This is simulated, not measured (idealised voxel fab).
voxel ribs on slabs: a process module
Displayed cross-section: cut, width of 215 nm, square cells sized 5 nm.
Cross-sections here: square-cell grids, written as top-down lists of bands, a band being one or more rows of cells.
Band: top height; bottom height; in nm. Then, left to right: material with width in nm, for each material. "everywhere": a single material spanning edge to edge. "blank": empty space.
For the purposes of this specification, 0 denotes the height below which the wafer in its as-received condition is composed wholly of one material, and the lowermost band, lacking a lower limit, extends downward without end, as expressed in "0 and below".
A width given as "30 to 40" starts at the first number in the band's top row and ends at the second number in its bottom row, shifting by an equal amount at every step from row to row.
A step reported as "no modifications" is a step in which no cell of the cross-section changed.
The entry "Sealed cavities" lists the empty spaces that cover at least 8 cells and have no open path to the top. Each is written as width x height at distance, where the distance is measured from the left edge and all three values are in nm.
after a step's settings: what the simulator itself notes on the step
The setting "overlay nm" may be written on the line of a step. When the step uses a mask, the value reports how far to the right of the planned place the mask lay, and a negative value reports that it lay to the left.
## The process steps that were planned are listed below
step 1: op RECEIVE | material Si
step 2: op DIRECTIONAL_DEP | material SiO2 | thk nm 20
step 3: op DIRECTIONAL_DEP | material SiN | thk nm 25
step 4: op MASKED_ETCH | tone cover | mask id RIB | width nm 30 | etch materials SiN | depth nm 10 | overlay nm 0
step 5: op DIRECTIONAL_DEP | material aC | thk nm 15
step 6: op PATTERN | tone cover | mask id SLAB | material resist | width nm 60 | thk nm 30 | overlay nm 0
step 7: op DIRECTIONAL_ETCH | etch materials aC | depth nm 15
step 8: op STRIP | etch materials resist
step 9: op DIRECTIONAL_ETCH | etch materials SiN | depth nm 15
step 10: op STRIP | etch materials aC
step 11: op FILL_DEP | material SiO2 | thk nm 20
step 12: op CMP | height nm 55
step 13: op DIRECTIONAL_DEP | material TiN | thk nm 5
step 14: op PATTERN | tone cover | mask id HEATER | material resist | width nm 40 | thk nm 15 | overlay nm 0
step 15: op DIRECTIONAL_ETCH | etch materials TiN | depth nm 5
step 16: op STRIP | etch materials resist
step 17: op CONFORMAL_DEP | material SiO2 | thk nm 10
## First of the two wafers, run per plan
## Here's what the wafer looked like in cross-section when it arrived - that's after step 1
> 0 and below: Si everywhere
> Sealed cavities: none
## Presented here is a cross-section of the wafer after step 2 has been performed
> 20 down to 0: SiO2 everywhere
> Heights below 0 show no change.
## Presented here is a cross-section of the wafer after step 3 has been performed
> 45 down to 20: SiN everywhere
> Heights below 20 show no change.
## Presented here is a cross-section of the wafer after step 4 has been performed
> 45 down to 35: blank 90; SiN 30; blank 95
> Heights below 35 show no change.
## Presented here is a cross-section of the wafer after step 5 has been performed
> 60 down to 50: blank 90; aC 30; blank 95
> 50 down to 45: aC everywhere
> 45 down to 35: aC 90; SiN 30; aC 95
> Heights below 35 show no change.
## Presented here is a cross-section of the wafer after step 6 has been performed
> 90 down to 60: blank 75; resist 60; blank 80
> 60 down to 50: blank 75; resist 15; aC 30; resist 15; blank 80
> Heights below 50 show no change.
## Presented here is a cross-section of the wafer after step 7 has been performed
> 75 down to 60: blank 75; resist 60; blank 80
> 60 down to 50: blank 75; resist 15; aC 30; resist 15; blank 80
> 50 down to 45: blank 75; aC 60; blank 80
> 45 down to 35: blank 75; aC 15; SiN 30; aC 15; blank 80
> Heights below 35 show no change.
## Presented here is a cross-section of the wafer after step 8 has been performed
> 60 down to 50: blank 90; aC 30; blank 95
> Heights below 50 show no change.
## Presented here is a cross-section of the wafer after step 9 has been performed
> 60 down to 50: blank 90; aC 30; blank 95
> 50 down to 45: blank 75; aC 60; blank 80
> 45 down to 35: blank 75; aC 15; SiN 30; aC 15; blank 80
> 35 down to 20: blank 75; SiN 60; blank 80
> Heights below 20 show no change.
## Presented here is a cross-section of the wafer after step 10 has been performed
> 45 down to 35: blank 90; SiN 30; blank 95
> Heights below 35 show no change.
## Presented here is a cross-section of the wafer after step 11 has been performed
> 65 down to 45: SiO2 everywhere
> 45 down to 35: SiO2 90; SiN 30; SiO2 95
> 35 down to 20: SiO2 75; SiN 60; SiO2 80
> Heights below 20 show no change.
## Presented here is a cross-section of the wafer after step 12 has been performed
> 55 down to 45: SiO2 everywhere
> Heights below 45 show no change.
## Presented here is a cross-section of the wafer after step 13 has been performed
> 60 down to 55: TiN everywhere
> Heights below 55 show no change.
## Presented here is a cross-section of the wafer after step 14 has been performed
> 75 down to 60: blank 85; resist 40; blank 90
> Heights below 60 show no change.
## Presented here is a cross-section of the wafer after step 15 has been performed
> 75 down to 60: blank 85; resist 40; blank 90
> 60 down to 55: blank 85; TiN 40; blank 90
> Heights below 55 show no change.
## Presented here is a cross-section of the wafer after step 16 has been performed
> 60 down to 55: blank 85; TiN 40; blank 90
> Heights below 55 show no change.
## Presented here is a cross-section of the wafer after step 17 has been performed
> 70 down to 65: blank 75; SiO2 60; blank 80
> 65 down to 60: SiO2 everywhere
> 60 down to 55: SiO2 85; TiN 40; SiO2 90
> Heights below 55 show no change.
## Now the other wafer: same start, same recipe, but we messed up one thing when running it. Up to and including step 5 it's the same as the first one
## Cross-sectional representation of the second wafer at the time designated in the plan for the completion of step 6
> 90 down to 60: blank 85; resist 60; blank 70
> 60 down to 50: blank 85; resist 5; aC 30; resist 25; blank 70
> Heights below 50 show no change.
## Cross-sectional representation of the second wafer at the time designated in the plan for the completion of step 7
> 75 down to 60: blank 85; resist 60; blank 70
> 60 down to 50: blank 85; resist 5; aC 30; resist 25; blank 70
> 50 down to 45: blank 85; aC 60; blank 70
> 45 down to 35: blank 85; aC 5; SiN 30; aC 25; blank 70
> Heights below 35 show no change.
## Cross-sectional representation of the second wafer at the time designated in the plan for the completion of step 8
> 60 down to 50: blank 90; aC 30; blank 95
> Heights below 50 show no change.
## Cross-sectional representation of the second wafer at the time designated in the plan for the completion of step 9
> 60 down to 50: blank 90; aC 30; blank 95
> 50 down to 45: blank 85; aC 60; blank 70
> 45 down to 35: blank 85; aC 5; SiN 30; aC 25; blank 70
> 35 down to 20: blank 85; SiN 60; blank 70
> Heights below 20 show no change.
## Cross-sectional representation of the second wafer at the time designated in the plan for the completion of step 10
> 45 down to 35: blank 90; SiN 30; blank 95
> Heights below 35 show no change.
## Cross-sectional representation of the second wafer at the time designated in the plan for the completion of step 11
> 65 down to 45: SiO2 everywhere
> 45 down to 35: SiO2 90; SiN 30; SiO2 95
> 35 down to 20: SiO2 85; SiN 60; SiO2 70
> Heights below 20 show no change.
## Cross-sectional representation of the second wafer at the time designated in the plan for the completion of step 12
> 55 down to 45: SiO2 everywhere
> Heights below 45 show no change.
## Cross-sectional representation of the second wafer at the time designated in the plan for the completion of step 13
> 60 down to 55: TiN everywhere
> Heights below 55 show no change.
## Cross-sectional representation of the second wafer at the time designated in the plan for the completion of step 14
> 75 down to 60: blank 85; resist 40; blank 90
> Heights below 60 show no change.
## Cross-sectional representation of the second wafer at the time designated in the plan for the completion of step 15
> 75 down to 60: blank 85; resist 40; blank 90
> 60 down to 55: blank 85; TiN 40; blank 90
> Heights below 55 show no change.
## Cross-sectional representation of the second wafer at the time designated in the plan for the completion of step 16
> 60 down to 55: blank 85; TiN 40; blank 90
> Heights below 55 show no change.
## Cross-sectional representation of the second wafer at the time designated in the plan for the completion of step 17
> 70 down to 65: blank 75; SiO2 60; blank 80
> 65 down to 60: SiO2 everywhere
> 60 down to 55: SiO2 85; TiN 40; SiO2 90
> Heights below 55 show no change.
Deviation from plan: step 6 ran with different settings than intended, the actual operation and settings being op PATTERN | tone cover | mask id SLAB | material resist | width nm 60 | thk nm 30 | overlay nm 10
At the end, each material covers as many cells on the second wafer as it does on the first, though the cells it covers are elsewhere.
